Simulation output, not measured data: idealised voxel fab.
Process module heading - voxel transistor to metal
The cross-section shown here is cut; it is 160 nm wide and divided into square cells measuring 5 nm on a side.
A cross-section is a grid of square cells, given in bands from the top down. A band is one or more rows of cells.
What a band's entry tells you: where the top is and where the bottom is, as heights in nm, and after that what lies inside, material by material from left to right, each with its width in nm. Empty space is written as the word "empty", and a single material marked with the word "edge to edge" occupies the band from edge to edge.
Beneath 0, the wafer as received is one material, and that level is where height counting begins. The lowest band goes on downward without a bottom; it is written like "0 -> down".
Per-row width for "30 to 40": begins at first number (top row of band), ends at second number (bottom row), increment between rows held constant.
For the purposes of this document, the phrase "identical to before" attached to a step denotes that no cell within the cross-section was modified by that step.
"Closed cavities" contains a list of empty spaces, each no smaller than 8 cells and without an open way to the top, written in the form width x height at distance with the distance from the left edge and all three in nm.
Anything after a step's settings on that line? It's the simulator's own note about the step.
overlay nm: mask offset rightward from planned place, masked step; negative means leftward offset.

The steps planned for the process are as follows:
- 1: RECEIVE, material Si
- 2: CONFORMAL_DEP, material SiO2, thk nm 5
- 3: CONFORMAL_DEP, material SiN, thk nm 10
- 4: MASKED_ETCH, tone cover, mask id ACTIVE, width nm 105, etch materials SiN, depth nm 10, overlay nm 0
- 5: MASKED_ETCH, tone cover, mask id ACTIVE, width nm 115, etch materials SiO2, depth nm 5, overlay nm 0
- 6: MASKED_ETCH, tone cover, mask id ACTIVE, width nm 115, etch materials Si, depth nm 30, overlay nm 0
- 7: OXIDIZE, depth nm 5
- 8: FILL_DEP, material SiO2, thk nm 15
- 9: CMP, height nm 15
- 10: SELECTIVE_ETCH, etch materials SiO2, depth nm 10
- 11: STRIP, etch materials SiN
- 12: SELECTIVE_ETCH, etch materials SiO2, depth nm 5
- 13: OXIDIZE, depth nm 5
- 14: DIRECTIONAL_DEP, material polySi, thk nm 25
- 15: DIRECTIONAL_DEP, material SiCN, thk nm 10
- 16: PATTERN, tone cover, mask id GATE, material resist, width nm 25, thk nm 20, overlay nm 0
- 17: DIRECTIONAL_ETCH, etch materials SiCN, depth nm 20
- 18: DIRECTIONAL_ETCH, etch materials polySi, depth nm 35
- 19: STRIP, etch materials resist
- 20: CONFORMAL_DEP, material SiO2, thk nm 5
- 21: DIRECTIONAL_ETCH, etch materials SiO2, depth nm 5
- 22: CONFORMAL_DEP, material SiN, thk nm 5
- 23: DIRECTIONAL_ETCH, etch materials SiN, depth nm 5
- 24: DIRECTIONAL_ETCH, etch materials SiO2, depth nm 5
- 25: EPI, material pSi, thk nm 5
- 26: FILL_DEP, material SiO2, thk nm 10
- 27: CMP, height nm 35
- 28: DIRECTIONAL_DEP, material SiO2, thk nm 10
- 29: MASKED_ETCH, tone open, mask id CONTACT, width nm 35, pitch nm 70, etch materials SiO2, depth nm 45, overlay nm 0
- 30: CONFORMAL_DEP, material TiN, thk nm 5
- 31: FILL_DEP, material Ru, thk nm 10
- 32: CMP, height nm 45
- 33: CONFORMAL_DEP, material SiN, thk nm 5
- 34: DIRECTIONAL_DEP, material lowk, thk nm 20
- 35: PATTERN, tone open, mask id METAL_1, material resist, width nm 20, pitch nm 85, thk nm 20, overlay nm 0
- 36: DIRECTIONAL_ETCH, etch materials lowk, depth nm 20
- 37: DIRECTIONAL_ETCH, etch materials SiN, depth nm 5
- 38: STRIP, etch materials resist
- 39: CONFORMAL_DEP, material TiN, thk nm 5
- 40: FILL_DEP, material W, thk nm 5
- 41: CMP, height nm 70
- 42: EPI, material Ru, thk nm 5
- 43: FILL_DEP, material SiCN, thk nm 5
Don't read the plan's width nm for step 4 as applying to every wafer: that's the first wafer's value, and the wafers differ in it, though they all start identical.

Incoming state of the first of several wafers in cross-section: after step 1:
> 0 -> down = Si edge to edge
> Closed cavities: none

Here's the first of several wafers in cross-section, end of the module, after the last step, step 43:
> 80 -> 75 = SiCN edge to edge
> 75 -> 70 = SiCN 20, then Ru 30, then SiCN 55, then Ru 30, then SiCN 25
> 70 -> 50 = lowk 25, then TiN 5, then W 10, then TiN 5, then lowk 65, then TiN 5, then W 10, then TiN 5, then lowk 30
> 50 -> 45 = SiN 25, then TiN 20, then SiN 65, then TiN 20, then SiN 30
> 45 -> 35 = SiO2 25, then TiN 5, then Ru 25 to 20, then TiN 5 to 10, then SiO2 35, then TiN 5 to 10, then Ru 25 to 20, then TiN 5, then SiO2 30
> 35 -> 25 = SiO2 25, then TiN 5, then Ru 20, then TiN 5, then SiN 5, then SiO2 5, then SiCN 25, then SiO2 5, then SiN 5, then TiN 5, then Ru 20, then TiN 5, then SiO2 30
> 25 -> 5 = SiO2 25, then TiN 5, then Ru 20, then TiN 5, then SiN 5, then SiO2 5, then polySi 25, then SiO2 5, then SiN 5, then TiN 5, then Ru 20, then TiN 5, then SiO2 30
> 5 -> 0 = SiO2 25, then TiN 30, then SiN 5, then SiO2 5, then polySi 25, then SiO2 5, then SiN 5, then TiN 30, then SiO2 30
> 0 -> -5 = SiO2 20, then pSi 35, then SiO2 45, then pSi 35, then SiO2 25
> -5 -> -35 = SiO2 25, then Si 105, then SiO2 30
> -35 -> down = Si edge to edge
> Closed cavities: none

The final wafer, sectioned at module end:
> 80 -> 75 = SiCN edge to edge
> 75 -> 70 = SiCN 20, then Ru 30, then SiCN 55, then Ru 30, then SiCN 25
> 70 -> 50 = lowk 25, then TiN 5, then W 10, then TiN 5, then lowk 65, then TiN 5, then W 10, then TiN 5, then lowk 30
> 50 -> 45 = SiN 25, then TiN 20, then SiN 65, then TiN 20, then SiN 30
> 45 -> 35 = SiO2 25, then TiN 5, then Ru 25 to 20, then TiN 5 to 10, then SiO2 35, then TiN 5 to 10, then Ru 25 to 20, then TiN 5, then SiO2 30
> 35 -> 25 = SiO2 25, then TiN 5, then Ru 20, then TiN 5, then SiN 5, then SiO2 5, then SiCN 25, then SiO2 5, then SiN 5, then TiN 5, then Ru 20, then TiN 5, then SiO2 30
> 25 -> 5 = SiO2 25, then TiN 5, then Ru 20, then TiN 5, then SiN 5, then SiO2 5, then polySi 25, then SiO2 5, then SiN 5, then TiN 5, then Ru 20, then TiN 5, then SiO2 30
> 5 -> 0 = SiO2 25, then TiN 30, then SiN 5, then SiO2 5, then polySi 25, then SiO2 5, then SiN 5, then TiN 30, then SiO2 30
> 0 -> -5 = SiO2 15, then pSi 40, then SiO2 45, then pSi 45, then SiO2 15
> -5 -> -35 = SiO2 20, then Si 120, then SiO2 20
> -35 -> down = Si edge to edge
> Closed cavities: none

Gained (+) or lost (-) cells of each material since receipt, then closed voids: one row per wafer, at the end of the module:
width nm 105; +78 Ru; -98 Si; +62 SiCN; +38 SiN; +211 SiO2; +70 TiN; +16 W; +96 lowk; +14 pSi; +25 polySi; Closed cavities: none
width nm 110; +78 Ru; -98 Si; +62 SiCN; +38 SiN; +211 SiO2; +70 TiN; +16 W; +96 lowk; +14 pSi; +25 polySi; Closed cavities: none
width nm 115; +78 Ru; -98 Si; +62 SiCN; +38 SiN; +211 SiO2; +70 TiN; +16 W; +96 lowk; +14 pSi; +25 polySi; Closed cavities: none
width nm 120; +78 Ru; -92 Si; +62 SiCN; +38 SiN; +204 SiO2; +70 TiN; +16 W; +96 lowk; +15 pSi; +25 polySi; Closed cavities: none
width nm 125; +78 Ru; -86 Si; +62 SiCN; +38 SiN; +197 SiO2; +70 TiN; +16 W; +96 lowk; +16 pSi; +25 polySi; Closed cavities: none
width nm 130; +78 Ru; -80 Si; +62 SiCN; +38 SiN; +190 SiO2; +70 TiN; +16 W; +96 lowk; +17 pSi; +25 polySi; Closed cavities: none
